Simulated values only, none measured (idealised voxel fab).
Module name: voxel self aligned vias (process module)
Shown is cross-section cut, with a width of 270 nm and square cells of size 5 nm.
A cross-section is a grid of square cells, given in bands from the top down. A band is one or more rows of cells. Look at the band entry: it leads with the top's height and the bottom's height in nm. Then it lists the materials left to right, with a width in nm for each. The word "throughout" on a single material says that material fills the band edge to edge. The word "blank" is empty space. Height datum 0, below which the as-received substrate wafer is one material. Lowest band open at the bottom, running downward: "top 0, no bottom". The expression "30..40" gives the width at the extremes of the band, the first number at its top row of cells and the second at its bottom row, with the width changing by equal amounts from each row to the next in between. Basically "no modifications" means that step didn't change any cell in the cross-section. Entry "Closed cavities" = empty spaces >= 8 cells with no open way to the top; each as width x height at distance, distance from left edge, all nm. Past the settings on a step's line: simulator remark, on that step. The setting "overlay nm" may be written on the line of a step. When the step uses a mask, the value reports how far to the right of the planned place the mask lay, and a negative value reports that it lay to the left.

List of planned process steps:
1) RECEIVE: material Si
2) CONFORMAL_DEP: material SiO2, thk nm 15
3) CONFORMAL_DEP: material SiCN, thk nm 5
4) DIRECTIONAL_DEP: material lowk, thk nm 30
5) DIRECTIONAL_DEP: material aC, thk nm 10
6) PATTERN: tone open, mask id LINES, material resist, width nm 20, pitch nm 50, thk nm 30, overlay nm 0
7) DIRECTIONAL_ETCH: etch materials aC, depth nm 10
8) STRIP: etch materials resist
9) DIRECTIONAL_ETCH: etch materials lowk, depth nm 30
10) STRIP: etch materials aC
11) CONFORMAL_DEP: material TiN, thk nm 5
12) FILL_DEP: material Ru, thk nm 10
13) CMP: height nm 50
14) SELECTIVE_ETCH: etch materials W Ru TiN, depth nm 10
15) FILL_DEP: material SiN, thk nm 5
16) CMP: height nm 40
17) DIRECTIONAL_DEP: material lowk, thk nm 20
18) DIRECTIONAL_DEP: material aC, thk nm 15
19) PATTERN: tone open, mask id VIAS, material resist, width nm 30, pitch nm 50, thk nm 35, overlay nm 0
20) DIRECTIONAL_ETCH: etch materials aC, depth nm 15
21) STRIP: etch materials resist
22) DIRECTIONAL_ETCH: etch materials lowk, depth nm 20
23) DIRECTIONAL_ETCH: etch materials SiN, depth nm 10
24) STRIP: etch materials aC
25) CONFORMAL_DEP: material TiN, thk nm 5
26) FILL_DEP: material W, thk nm 10
27) CMP: height nm 70
28) CONFORMAL_DEP: material SiN, thk nm 5
Quick note for whoever runs this: the wafers start identical, but the height nm at step 16 isn't the same across them. The plan just shows what the first wafer had.

First wafer of several, as received: cross-section after step 1:
top 0, no bottom | Si throughout
Closed cavities: none

Basically each wafer gets a line in the table, showing it at the end of the module: material by material, the cells it gained (+) or lost (-) since we got it, then its closed voids:
height nm 40, +12 Ru, +54 SiCN, +54 SiN, +162 SiO2, +90 TiN, +86 W, +352 lowk, Closed cavities: none
height nm 45, +12 Ru, +54 SiCN, +54 SiN, +162 SiO2, +94 TiN, +36 W, +398 lowk, Closed cavities: none
height nm 50, +12 Ru, +54 SiCN, +54 SiN, +162 SiO2, +52 TiN, +32 W, +444 lowk, Closed cavities: none
height nm 55, +12 Ru, +54 SiCN, +104 SiN, +162 SiO2, +48 TiN, +28 W, +402 lowk, Closed cavities: none
